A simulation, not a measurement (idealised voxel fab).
Process module under the name voxel gate over fins
This is section cut - it's 165 nm across, gridded in 5 nm square cells.
How to read a cross-section here: the picture is a grid of square cells, written as bands going from the top down, and any band can span one or more rows of cells.
It is stipulated that each band's entry specify, in nanometres, the height of the top of the band and then that of its bottom, followed by the materials of the band in left-to-right sequence, each together with its width in nanometres. A single material marked by the word "full width" is understood to fill the band from edge to edge; the word "empty" is understood to denote empty space.
Height reference: 0 = level under which incoming wafer is all one material. Lowest band: no bottom, runs on downward, e.g. "0 down".
Width spec "30..40" -> top row of cells at first value, bottom row at second value, equal per-row change in between.
Where a step carries "nothing was modified", the cross-section came out of it unchanged, cell for cell.
For the entry "Enclosed internal cavities", the listed items are empty spaces with no open way to the top whose size is 8 cells or more; each item follows the pattern width x height at distance, where distance is from the left edge and all three are in nm.
Heads up: the bit after the settings on a step's line is the simulator's remark on that step.
The line of a step may include "overlay nm". On a step with a mask, this value is how far to the right of its planned place the mask lay. A negative value means the mask lay to the left.
[Process steps (planned)]
1: RECEIVE (material Si)
2: CONFORMAL_DEP (material SiN; thk nm 5)
3: PATTERN (tone cover; mask id FINS; material resist; width nm 15; pitch nm 45; thk nm 20; overlay nm 0)
4: DIRECTIONAL_ETCH (etch materials SiN; depth nm 5)
5: DIRECTIONAL_ETCH (etch materials Si; depth nm 30)
6: STRIP (etch materials resist)
7: FILL_DEP (material SiO2; thk nm 15)
8: CMP (height nm 5)
9: SELECTIVE_ETCH (etch materials SiO2; depth nm 20)
10: STRIP (etch materials SiN)
11: CONFORMAL_DEP (material HfO2; thk nm 5)
12: CONFORMAL_DEP (material TiN; thk nm 5)
13: CONFORMAL_DEP (material TiAl; thk nm 5)
14: CONFORMAL_DEP (material TiN; thk nm 5)
15: FILL_DEP (material W; thk nm 10)
16: CMP (height nm 25)
17: CONFORMAL_DEP (material SiCN; thk nm 10)
[Wafer cross-section on receipt, i.e. after step 1]
    0 down  Si full width
    Enclosed internal cavities: none
[What the wafer looks like in cross-section after this module, when it starts as shown above and follows the plan above but one mistake is made in running it]
    35 to 25  SiCN full width
    25 to 15  W full width
    15 to 5  35 of W / 90 of TiN / 40 of W
    5 to 0  35 of W / 10 of TiN / 25 of HfO2 / 20 of TiN / 25 of HfO2 / 10 of TiN / 40 of W
    0 to -10  45 of TiN / 5 of HfO2 / 15 of Si / 5 of HfO2 / 20 of TiN / 5 of HfO2 / 15 of Si / 5 of HfO2 / 50 of TiN
    -10 to -15  50 of HfO2 / 15 of Si / 30 of HfO2 / 15 of Si / 55 of HfO2
    -15 to -30  50 of SiO2 / 15 of Si / 30 of SiO2 / 15 of Si / 55 of SiO2
    -30 down  Si full width
    Enclosed internal cavities: none
The plan and the run diverged here: no execution of plan step 13; skipped
